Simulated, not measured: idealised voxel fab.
The following process module bears the name voxel ribs on slabs.
Cross-section cut spans 280 nm and uses square cells 5 nm in size.
Cross-section format: a grid of square cells, given as bands from top to bottom; each band is one or more rows of cells. Within each band entry, the heights of the top and of the bottom of the band appear first, in that order and in nm; the materials of the band then follow from left to right, each with its corresponding width in nm. The designation "full width" on a single material indicates that it fills the band from edge to edge; the designation "empty" indicates empty space. The level at which height equals 0 is the one under which the wafer, as it arrives, is entirely one material. No lower edge exists for the bottom band, which continues downward and is notated as in "0 and below". When a width is written as two numbers, as in "30->40", the first number is the width in the top row of cells of the band and the second is the width in its bottom row, and the width changes by the same amount from each row to the next. "changes: none", as given for a step, is the statement that not any cell of the cross-section underwent a change during that step. What "Completely sealed voids" gives you is every empty space of 8 cells or more that is cut off from the top. Each appears as width x height at distance, with the distance taken from the left edge and width, height and distance all in nm. Formally, on a step line, whatever follows the settings is a remark that the simulator itself makes on the step. The line of a step may include "overlay nm". On a step with a mask, this value is how far to the right of its planned place the mask lay. A negative value means the mask lay to the left.
**Planned process steps**
| 1 | RECEIVE [material Si] |
| 2 | DIRECTIONAL_DEP [material SiO2] [thk nm 25] |
| 3 | DIRECTIONAL_DEP [material polySi] [thk nm 15] |
| 4 | DIRECTIONAL_DEP [material aC] [thk nm 10] |
| 5 | PATTERN [tone cover] [mask id RIB] [material resist] [width nm 15] [thk nm 30] [overlay nm 0] |
| 6 | DIRECTIONAL_ETCH [etch materials aC] [depth nm 10] |
| 7 | STRIP [etch materials resist] |
| 8 | DIRECTIONAL_ETCH [etch materials polySi] [depth nm 10] |
| 9 | STRIP [etch materials aC] |
| 10 | MASKED_ETCH [tone cover] [mask id SLAB] [width nm 45] [etch materials polySi] [depth nm 5] [overlay nm 0] |
| 11 | FILL_DEP [material SiO2] [thk nm 15] |
| 12 | CMP [height nm 50] |
| 13 | DIRECTIONAL_DEP [material TiN] [thk nm 5] |
| 14 | MASKED_ETCH [tone cover] [mask id HEATER] [width nm 25] [etch materials TiN] [depth nm 5] [overlay nm 0] |
| 15 | CONFORMAL_DEP [material SiO2] [thk nm 10] |
**The cross-section here shows the wafer as received, i.e. in its state after step 1**
    0 and below = Si full width
    Completely sealed voids: none
**Same starting wafer, same plan as above, one mistake in the execution; this is the cross-section at the end of the module**
    65 down to 60 = 115 of empty | 45 of SiO2 | 120 of empty
    60 down to 55 = SiO2 full width
    55 down to 50 = 125 of SiO2 | 25 of TiN | 130 of SiO2
    50 down to 40 = 130->115 of SiO2 | 15->45 of polySi | 135->120 of SiO2
    40 down to 25 = polySi full width
    25 down to 0 = SiO2 full width
    0 and below = Si full width
    Completely sealed voids: none
Diagnosis: the plan's step 3 ran twice
